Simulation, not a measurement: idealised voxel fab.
The name of this process module is voxel gate over fins.
Section shown: cut. Width: 240 nm. Cell size: 5 nm, square.
For the purposes of this document, a cross-section shall be understood as a grid of square cells, specified as bands listed in top-to-bottom order, each band consisting of one or more rows of cells.
Within each band entry, the heights of the top and of the bottom of the band appear first, in that order and in nm; the materials of the band then follow from left to right, each with its corresponding width in nm. The designation "full width" on a single material indicates that it fills the band from edge to edge; the designation "blank" indicates empty space.
All heights in this document are referenced to 0, defined as the level beneath which the wafer, as received, consists entirely of one material. The lowest band is not bounded below; it extends indefinitely downward and is written in the form "top 0, no bottom".
It should be noted that a width expressed as "30 to 40" varies in equal increments from row to row of cells within the band, taking the value of the first number at the top row and that of the second number at the bottom row.
Key: "all unchanged" - step with no changed cell in the cross-section.
The entry "Closed void catalog" lists the empty spaces that cover at least 8 cells and have no open path to the top. Each is written as width x height at distance, where the distance is measured from the left edge and all three values are in nm.
On each step's line, the part that comes after the settings is the simulator's own comment on the step.
Regarding "overlay nm": on a step with a mask, it is the distance the mask lay to the right of its planned place; a negative value places it to the left.

[Planned process steps]
1,op RECEIVE | material Si
2,op CONFORMAL_DEP | material SiN | thk nm 5
3,op PATTERN | tone cover | mask id FINS | material resist | width nm 15 | pitch nm 50 | thk nm 15 | overlay nm 0
4,op DIRECTIONAL_ETCH | etch materials SiN | depth nm 5
5,op DIRECTIONAL_ETCH | etch materials Si | depth nm 30
6,op STRIP | etch materials resist
7,op OXIDIZE | depth nm 5
8,op FILL_DEP | material SiO2 | thk nm 5
9,op CMP | height nm 5
10,op MASKED_ETCH | tone open | mask id RAIL | width nm 15 | etch materials SiO2 | depth nm 30 | overlay nm 0
11,op CONFORMAL_DEP | material TiN | thk nm 5
12,op FILL_DEP | material W | thk nm 10
13,op CMP | height nm 5
14,op SELECTIVE_ETCH | etch materials W Ru TiN | depth nm 20
15,op FILL_DEP | material SiO2 | thk nm 5
16,op CMP | height nm 5
17,op SELECTIVE_ETCH | etch materials SiO2 | depth nm 15
18,op STRIP | etch materials SiN
19,op CONFORMAL_DEP | material HfO2 | thk nm 5
20,op CONFORMAL_DEP | material TiN | thk nm 5
21,op FILL_DEP | material W | thk nm 15
22,op CMP | height nm 20
23,op CONFORMAL_DEP | material SiN | thk nm 5

[First wafer out of two, processed as planned]

[Here's what the wafer looked like in cross-section when it arrived - that's after step 1]
    top 0, no bottom | Si full width
    Closed void catalog: none

[So this is the wafer cross-section right after step 2]
    top 5, bottom 0 | SiN full width
    Heights below 0 show no change.

[So this is the wafer cross-section right after step 3]
    top 20, bottom 5 | 85 nm blank, 15 nm resist, 35 nm blank, 15 nm resist, 90 nm blank
    Heights below 5 show no change.

[So this is the wafer cross-section right after step 4]
    top 20, bottom 5 | 85 nm blank, 15 nm resist, 35 nm blank, 15 nm resist, 90 nm blank
    top 5, bottom 0 | 85 nm blank, 15 nm SiN, 35 nm blank, 15 nm SiN, 90 nm blank
    Heights below 0 show no change.

[So this is the wafer cross-section right after step 5]
    top 20, bottom 5 | 85 nm blank, 15 nm resist, 35 nm blank, 15 nm resist, 90 nm blank
    top 5, bottom 0 | 85 nm blank, 15 nm SiN, 35 nm blank, 15 nm SiN, 90 nm blank
    top 0, bottom -30 | 85 nm blank, 15 nm Si, 35 nm blank, 15 nm Si, 90 nm blank
    Heights below -30 show no change.

[So this is the wafer cross-section right after step 6]
    top 5, bottom 0 | 85 nm blank, 15 nm SiN, 35 nm blank, 15 nm SiN, 90 nm blank
    Heights below 0 show no change.

[So this is the wafer cross-section right after step 7]
    top 5, bottom 0 | 85 nm blank, 15 nm SiN, 35 nm blank, 15 nm SiN, 90 nm blank
    top 0, bottom -30 | 85 nm blank, 5 nm SiO2, 5 nm Si, 5 nm SiO2, 35 nm blank, 5 nm SiO2, 5 nm Si, 5 nm SiO2, 90 nm blank
    top -30, bottom -35 | 90 nm SiO2, 5 nm Si, 45 nm SiO2, 5 nm Si, 95 nm SiO2
    Heights below -35 show no change.

[So this is the wafer cross-section right after step 8]
    top 10, bottom 5 | SiO2 full width
    top 5, bottom 0 | 85 nm SiO2, 15 nm SiN, 35 nm SiO2, 15 nm SiN, 90 nm SiO2
    top 0, bottom -35 | 90 nm SiO2, 5 nm Si, 45 nm SiO2, 5 nm Si, 95 nm SiO2
    Heights below -35 show no change.

[So this is the wafer cross-section right after step 9]
    top 5, bottom 0 | 85 nm SiO2, 15 nm SiN, 35 nm SiO2, 15 nm SiN, 90 nm SiO2
    Heights below 0 show no change.

[So this is the wafer cross-section right after step 10]
    top 5, bottom 0 | 85 nm SiO2, 15 nm SiN, 10 nm SiO2, 15 nm blank, 10 nm SiO2, 15 nm SiN, 90 nm SiO2
    top 0, bottom -25 | 90 nm SiO2, 5 nm Si, 15 nm SiO2, 15 nm blank, 15 nm SiO2, 5 nm Si, 95 nm SiO2
    Heights below -25 show no change.

[So this is the wafer cross-section right after step 11]
    top 10, bottom 5 | 115 nm TiN, 5 nm blank, 120 nm TiN
    top 5, bottom 0 | 85 nm SiO2, 15 nm SiN, 10 nm SiO2, 5 nm TiN, 5 nm blank, 5 nm TiN, 10 nm SiO2, 15 nm SiN, 90 nm SiO2
    top 0, bottom -20 | 90 nm SiO2, 5 nm Si, 15 nm SiO2, 5 nm TiN, 5 nm blank, 5 nm TiN, 15 nm SiO2, 5 nm Si, 95 nm SiO2
    top -20, bottom -25 | 90 nm SiO2, 5 nm Si, 15 nm SiO2, 15 nm TiN, 15 nm SiO2, 5 nm Si, 95 nm SiO2
    Heights below -25 show no change.

[So this is the wafer cross-section right after step 12]
    top 20, bottom 10 | W full width
    top 10, bottom 5 | 115 nm TiN, 5 nm W, 120 nm TiN
    top 5, bottom 0 | 85 nm SiO2, 15 nm SiN, 10 nm SiO2, 5 nm TiN, 5 nm W, 5 nm TiN, 10 nm SiO2, 15 nm SiN, 90 nm SiO2
    top 0, bottom -20 | 90 nm SiO2, 5 nm Si, 15 nm SiO2, 5 nm TiN, 5 nm W, 5 nm TiN, 15 nm SiO2, 5 nm Si, 95 nm SiO2
    Heights below -20 show no change.

[So this is the wafer cross-section right after step 13]
    top 5, bottom 0 | 85 nm SiO2, 15 nm SiN, 10 nm SiO2, 5 nm TiN, 5 nm W, 5 nm TiN, 10 nm SiO2, 15 nm SiN, 90 nm SiO2
    Heights below 0 show no change.

[So this is the wafer cross-section right after step 14]
    top 5, bottom 0 | 85 nm SiO2, 15 nm SiN, 10 nm SiO2, 15 nm blank, 10 nm SiO2, 15 nm SiN, 90 nm SiO2
    top 0, bottom -15 | 90 nm SiO2, 5 nm Si, 15 nm SiO2, 15 nm blank, 15 nm SiO2, 5 nm Si, 95 nm SiO2
    Heights below -15 show no change.

[So this is the wafer cross-section right after step 15]
    top 10, bottom 5 | SiO2 full width
    top 5, bottom 0 | 85 nm SiO2, 15 nm SiN, 35 nm SiO2, 15 nm SiN, 90 nm SiO2
    top 0, bottom -15 | 90 nm SiO2, 5 nm Si, 45 nm SiO2, 5 nm Si, 95 nm SiO2
    Heights below -15 show no change.

[So this is the wafer cross-section right after step 16]
    top 5, bottom 0 | 85 nm SiO2, 15 nm SiN, 35 nm SiO2, 15 nm SiN, 90 nm SiO2
    Heights below 0 show no change.

[So this is the wafer cross-section right after step 17]
    top 5, bottom 0 | 85 nm blank, 15 nm SiN, 35 nm blank, 15 nm SiN, 90 nm blank
    top 0, bottom -10 | 90 nm blank, 5 nm Si, 45 nm blank, 5 nm Si, 95 nm blank
    Heights below -10 show no change.

[So this is the wafer cross-section right after step 18]
    top 0, bottom -10 | 90 nm blank, 5 nm Si, 45 nm blank, 5 nm Si, 95 nm blank
    Heights below -10 show no change.

[So this is the wafer cross-section right after step 19]
    top 5, bottom 0 | 85 nm blank, 15 nm HfO2, 35 nm blank, 15 nm HfO2, 90 nm blank
    top 0, bottom -5 | 85 nm blank, 5 nm HfO2, 5 nm Si, 5 nm HfO2, 35 nm blank, 5 nm HfO2, 5 nm Si, 5 nm HfO2, 90 nm blank
    top -5, bottom -10 | 90 nm HfO2, 5 nm Si, 45 nm HfO2, 5 nm Si, 95 nm HfO2
    Heights below -10 show no change.

[So this is the wafer cross-section right after step 20]
    top 10, bottom 5 | 80 nm blank, 25 nm TiN, 25 nm blank, 25 nm TiN, 85 nm blank
    top 5, bottom 0 | 80 nm blank, 5 nm TiN, 15 nm HfO2, 5 nm TiN, 25 nm blank, 5 nm TiN, 15 nm HfO2, 5 nm TiN, 85 nm blank
    top 0, bottom -5 | 85 nm TiN, 5 nm HfO2, 5 nm Si, 5 nm HfO2, 35 nm TiN, 5 nm HfO2, 5 nm Si, 5 nm HfO2, 90 nm TiN
    Heights below -5 show no change.

[So this is the wafer cross-section right after step 21]
    top 25, bottom 10 | W full width
    top 10, bottom 5 | 80 nm W, 25 nm TiN, 25 nm W, 25 nm TiN, 85 nm W
    top 5, bottom 0 | 80 nm W, 5 nm TiN, 15 nm HfO2, 5 nm TiN, 25 nm W, 5 nm TiN, 15 nm HfO2, 5 nm TiN, 85 nm W
    Heights below 0 show no change.

[So this is the wafer cross-section right after step 22]
    top 20, bottom 10 | W full width
    Heights below 10 show no change.

[So this is the wafer cross-section right after step 23]
    top 25, bottom 20 | SiN full width
    Heights below 20 show no change.

[Wafer two. Same start, same plan, one slip in execution. Same as wafer one through step 12, inclusive]

The second wafer in cross-section, at the planned close of step 13: all unchanged

[The second wafer in cross-section, at the planned close of step 14]
    top 5, bottom 0 | 85 nm SiO2, 15 nm SiN, 10 nm SiO2, 15 nm blank, 10 nm SiO2, 15 nm SiN, 90 nm SiO2
    Heights below 0 show no change.

[The second wafer in cross-section, at the planned close of step 15]
    top 10, bottom 5 | SiO2 full width
    top 5, bottom 0 | 85 nm SiO2, 15 nm SiN, 35 nm SiO2, 15 nm SiN, 90 nm SiO2
    Heights below 0 show no change.

[The second wafer in cross-section, at the planned close of step 16]
    top 5, bottom 0 | 85 nm SiO2, 15 nm SiN, 35 nm SiO2, 15 nm SiN, 90 nm SiO2
    Heights below 0 show no change.

[The second wafer in cross-section, at the planned close of step 17]
    top 5, bottom 0 | 85 nm blank, 15 nm SiN, 35 nm blank, 15 nm SiN, 90 nm blank
    top 0, bottom -10 | 90 nm blank, 5 nm Si, 15 nm blank, 5 nm TiN, 5 nm W, 5 nm TiN, 15 nm blank, 5 nm Si, 95 nm blank
    Heights below -10 show no change.

[The second wafer in cross-section, at the planned close of step 18]
    top 0, bottom -10 | 90 nm blank, 5 nm Si, 15 nm blank, 5 nm TiN, 5 nm W, 5 nm TiN, 15 nm blank, 5 nm Si, 95 nm blank
    Heights below -10 show no change.

[The second wafer in cross-section, at the planned close of step 19]
    top 5, bottom 0 | 85 nm blank, 15 nm HfO2, 5 nm blank, 25 nm HfO2, 5 nm blank, 15 nm HfO2, 90 nm blank
    top 0, bottom -5 | 85 nm blank, 5 nm HfO2, 5 nm Si, 5 nm HfO2, 5 nm blank, 5 nm HfO2, 5 nm TiN, 5 nm W, 5 nm TiN, 5 nm HfO2, 5 nm blank, 5 nm HfO2, 5 nm Si, 5 nm HfO2, 90 nm blank
    top -5, bottom -10 | 90 nm HfO2, 5 nm Si, 15 nm HfO2, 5 nm TiN, 5 nm W, 5 nm TiN, 15 nm HfO2, 5 nm Si, 95 nm HfO2
    Heights below -10 show no change.

[The second wafer in cross-section, at the planned close of step 20]
    top 10, bottom 5 | 80 nm blank, 75 nm TiN, 85 nm blank
    top 5, bottom 0 | 80 nm blank, 5 nm TiN, 15 nm HfO2, 5 nm TiN, 25 nm HfO2, 5 nm TiN, 15 nm HfO2, 5 nm TiN, 85 nm blank
    top 0, bottom -5 | 85 nm TiN, 5 nm HfO2, 5 nm Si, 5 nm HfO2, 5 nm TiN, 5 nm HfO2, 5 nm TiN, 5 nm W, 5 nm TiN, 5 nm HfO2, 5 nm TiN, 5 nm HfO2, 5 nm Si, 5 nm HfO2, 90 nm TiN
    Heights below -5 show no change.

[The second wafer in cross-section, at the planned close of step 21]
    top 25, bottom 10 | W full width
    top 10, bottom 5 | 80 nm W, 75 nm TiN, 85 nm W
    top 5, bottom 0 | 80 nm W, 5 nm TiN, 15 nm HfO2, 5 nm TiN, 25 nm HfO2, 5 nm TiN, 15 nm HfO2, 5 nm TiN, 85 nm W
    Heights below 0 show no change.

[The second wafer in cross-section, at the planned close of step 22]
    top 20, bottom 10 | W full width
    Heights below 10 show no change.

[The second wafer in cross-section, at the planned close of step 23]
    top 25, bottom 20 | SiN full width
    Heights below 20 show no change.
The plan and the run diverged here: yeah, step 13 of the plan got skipped, never ran
Per the end-of-run cell counts, the second wafer holds more or fewer of some materials than the first: 4 more of HfO2 | 3 fewer of SiO2 | 6 more of TiN | 7 fewer of W
